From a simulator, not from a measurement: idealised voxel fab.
process module | voxel self aligned contacts
cross-section cut | 220 nm wide | cells 5 nm
A cross-section is a grid of square cells, given in bands from the top down. A band is one or more rows of cells.
Each band's line starts with the height of the band's top and of its bottom, in nm. Then come its materials from left to right, each with its width in nm. One material with "throughout" fills the band from edge to edge. "air" is empty space.
Height 0 is the level under which the wafer as received is all one material. The lowest band goes on downwards, as in "0 down".
A width such as "30 to 40" changes by the same amount from each row of cells to the next, from the band's top row to its bottom row.
"no change" after a step means that no cell of the cross-section changed.
closed voids: empty space of 8 cells or more with no open way to the top, each as width x height at its distance from the left edge, in nm
after a step's settings: what the simulator itself notes on the step
overlay nm, on a step with a mask: how far to the right of its planned place the mask lay; to the left if negative
plan
1 op RECEIVE | material Si
2 op OXIDIZE | depth nm 5
3 op DIRECTIONAL_DEP | material polySi | thk nm 30
4 op DIRECTIONAL_DEP | material SiN | thk nm 15
5 op MASKED_ETCH | tone cover | mask id GATE | width nm 30 | pitch nm 60 | etch materials SiN | depth nm 15 | overlay nm 0
6 op MASKED_ETCH | tone cover | mask id GATE | width nm 30 | pitch nm 60 | etch materials polySi | depth nm 30 | overlay nm 0
7 op CONFORMAL_DEP | material SiN | thk nm 5
8 op DIRECTIONAL_ETCH | etch materials SiN | depth nm 5
9 op FILL_DEP | material SiO2 | thk nm 15
10 op CMP | height nm 55
11 op PATTERN | tone open | mask id CONTACT | material resist | width nm 40 | pitch nm 60 | thk nm 20 | overlay nm 0
12 op DIRECTIONAL_ETCH | etch materials SiO2 | depth nm 60
13 op STRIP | etch materials resist
14 op CONFORMAL_DEP | material TiN | thk nm 5
15 op FILL_DEP | material W | thk nm 5
16 op CMP | height nm 55
17 op CONFORMAL_DEP | material SiN | thk nm 5
as received, after step 1
  0 down: Si throughout
  closed voids: none
a wafer at the end: this start, this plan, one mistake
  60 to 55: SiN throughout
  55 to 50: SiO2 60 | TiN 15 | W 10 | TiN 15 | SiO2 20 | TiN 15 | W 10 | TiN 15 | SiO2 60
  50 to 40: SiO2 30 | SiN 40 | TiN 5 | W 10 | TiN 5 | SiN 40 | TiN 5 | W 10 | TiN 5 | SiN 40 | SiO2 30
  40 to 35: SiO2 30 | SiN 40 | TiN 20 | SiN 40 | TiN 20 | SiN 40 | SiO2 30
  35 to 30: SiN throughout
  30 to 0: polySi throughout
  0 to -5: SiO2 throughout
  -5 down: Si throughout
  closed voids: none
what went wrong: step 4 ran as: op DIRECTIONAL_DEP | material SiN | thk nm 20
